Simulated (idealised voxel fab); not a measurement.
process module | voxel wiring stack
cross-section cut | 275 nm wide | cells 5 nm
A cross-section is a grid of square cells, given in bands from the top down. A band is one or more rows of cells.
Each band's line starts with the height of the band's top and of its bottom, in nm. Then come its materials from left to right, each with its width in nm. One material with "throughout" fills the band from edge to edge. "air" is empty space.
Height 0 is the level under which the wafer as received is all one material. The lowest band goes on downwards, as in "0 down".
A width such as "30 to 40" changes by the same amount from each row of cells to the next, from the band's top row to its bottom row.
"no change" after a step means that no cell of the cross-section changed.
closed voids: empty space of 8 cells or more with no open way to the top, each as width x height at its distance from the left edge, in nm
after a step's settings: what the simulator itself notes on the step
overlay nm, on a step with a mask: how far to the right of its planned place the mask lay; to the left if negative
plan
1 op RECEIVE | material Si
2 op CONFORMAL_DEP | material SiO2 | thk nm 15
3 op CONFORMAL_DEP | material SiCN | thk nm 5
4 op DIRECTIONAL_DEP | material lowk | thk nm 20
5 op MASKED_ETCH | tone open | mask id METAL_1 | width nm 30 | pitch nm 55 | etch materials lowk | depth nm 20 | overlay nm 0
6 op MASKED_ETCH | tone open | mask id METAL_1 | width nm 30 | pitch nm 55 | etch materials SiCN | depth nm 5 | overlay nm 0
7 op CONFORMAL_DEP | material TiN | thk nm 5
8 op FILL_DEP | material Ru | thk nm 5
9 op CMP | height nm 40
10 op CONFORMAL_DEP | material SiCN | thk nm 5
11 op DIRECTIONAL_DEP | material lowk | thk nm 25
12 op DIRECTIONAL_DEP | material aC | thk nm 10
13 op PATTERN | tone open | mask id METAL_2 | material resist | width nm 30 | pitch nm 55 | thk nm 25 | overlay nm 0
14 op DIRECTIONAL_ETCH | etch materials aC | depth nm 10
15 op STRIP | etch materials resist
16 op DIRECTIONAL_ETCH | etch materials lowk | depth nm 15
17 op STRIP | etch materials aC
18 op DIRECTIONAL_DEP | material aC | thk nm 15
19 op PATTERN | tone open | mask id METAL_2_HOLES | material resist | width nm 15 | pitch nm 55 | thk nm 30 | overlay nm 0
20 op DIRECTIONAL_ETCH | etch materials aC | depth nm 15
21 op STRIP | etch materials resist
22 op DIRECTIONAL_ETCH | etch materials lowk | depth nm 10
23 op DIRECTIONAL_ETCH | etch materials SiCN | depth nm 5
24 op STRIP | etch materials aC
25 op CONFORMAL_DEP | material TiN | thk nm 5
26 op FILL_DEP | material Cu | thk nm 10
27 op CMP | height nm 70
28 op CONFORMAL_DEP | material SiCN | thk nm 5
as received, after step 1
  0 down: Si throughout
  closed voids: none
a wafer at the end: this start, this plan, one mistake
  75 to 70: SiCN throughout
  70 to 60: lowk 40 | TiN 5 | Cu 20 | TiN 5 | lowk 25 | TiN 5 | Cu 20 | TiN 5 | lowk 25 | TiN 5 | Cu 20 | TiN 5 | lowk 25 | TiN 5 | Cu 20 | TiN 5 | lowk 40
  60 to 55: lowk 40 | TiN 5 | Cu 5 | TiN 20 | lowk 25 | TiN 5 | Cu 5 | TiN 20 | lowk 25 | TiN 5 | Cu 5 | TiN 20 | lowk 25 | TiN 5 | Cu 5 | TiN 20 | lowk 40
  55 to 45: lowk 40 | TiN 5 | Cu 5 | TiN 5 | lowk 40 | TiN 5 | Cu 5 | TiN 5 | lowk 40 | TiN 5 | Cu 5 | TiN 5 | lowk 40 | TiN 5 | Cu 5 | TiN 5 | lowk 55
  45 to 35: SiCN 40 | TiN 15 to 30 | SiCN 40 to 25 | TiN 15 to 30 | SiCN 40 to 25 | TiN 15 to 30 | SiCN 40 to 25 | TiN 15 to 30 | SiCN 55 to 40
  35 to 15: lowk throughout
  15 to 0: SiO2 throughout
  0 down: Si throughout
  closed voids: none
what went wrong: steps 3 and 4 were swapped
